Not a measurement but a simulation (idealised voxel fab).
Process module, titled voxel plated lines
The cross-section on display is named cut; it measures 195 nm wide, and its cells are 5 nm squares.
A cross-section is written here as square cells arranged in a grid, and it is given in bands from the top down, each band taking up one or more rows of cells. What a band's entry tells you: where the top is and where the bottom is, as heights in nm, and after that what lies inside, material by material from left to right, each with its width in nm. Empty space is written as the word "empty", and a single material marked with the word "throughout" occupies the band from edge to edge. Ref level 0: as-received wafer is one material below here. Bottom band extends down with no lower bound ("from 0 down"). With a width like "30..40", each row of cells in the band differs from the next by the same amount, the top row carrying the first number and the bottom row the second. The cross-section has no changed cell in any step marked "everything unchanged". "Closed void inventory": empty spaces of 8 cells or more with no open way to the top, each given as width x height at distance, distance from the left edge, all in nm. What comes after the settings on a step's line is commentary from the simulator itself on that step. overlay nm: where the mask lay relative to plan, measured to the right, on steps with a mask; negatives go left.

[Process steps (planned)]
| 1 | RECEIVE, material Si |
| 2 | CONFORMAL_DEP, material SiN, thk nm 10 |
| 3 | DIRECTIONAL_DEP, material TiN, thk nm 5 |
| 4 | PATTERN, tone open, mask id LINES, material resist, width nm 15, pitch nm 35, thk nm 35, overlay nm 0 |
| 5 | EPI, material Ru, thk nm 10 |
| 6 | EPI, material Ru, thk nm 5 |
| 7 | EPI, material Ru, thk nm 10 |
| 8 | STRIP, etch materials resist |
| 9 | DIRECTIONAL_ETCH, etch materials TiN, depth nm 5 |
| 10 | CONFORMAL_DEP, material SiCN, thk nm 5 |

[Cross-section of the incoming wafer, state after step 1]
> from 0 down: Si throughout
> Closed void inventory: none

[The first of two wafers, cross-sectioned at the end of the module, with the run proceeding as planned]
> from 45 to 40: 65 empty / 25 SiCN / 10 empty / 25 SiCN / 70 empty
> from 40 to 15: 65 empty / 5 SiCN / 15 Ru / 5 SiCN / 10 empty / 5 SiCN / 15 Ru / 5 SiCN / 70 empty
> from 15 to 10: 70 SiCN / 15 TiN / 20 SiCN / 15 TiN / 75 SiCN
> from 10 to 0: SiN throughout
> from 0 down: Si throughout
> Closed void inventory: none

[Cross-sectional image of the second wafer of the two following completion of the module. Starting state and process plan were the same as for the first wafer; one execution error occurred]
> from 45 to 40: 65 empty / 30 SiCN / 5 empty / 30 SiCN / 65 empty
> from 40 to 15: 65 empty / 5 SiCN / 20 Ru / 5 SiCN / 5 empty / 5 SiCN / 20 Ru / 5 SiCN / 65 empty
> from 15 to 10: 70 SiCN / 20 TiN / 15 SiCN / 20 TiN / 70 SiCN
> from 10 to 0: SiN throughout
> from 0 down: Si throughout
> Closed void inventory: none
Plan not followed: it should be noted that step 4 was executed with settings other than those planned, the operation and settings actually applied being PATTERN, tone open, mask id LINES, material resist, width nm 20, pitch nm 35, thk nm 35, overlay nm 0
Wafer comparison, final, in cells, second relative to first, materials more or fewer: +10 Ru; +2 TiN
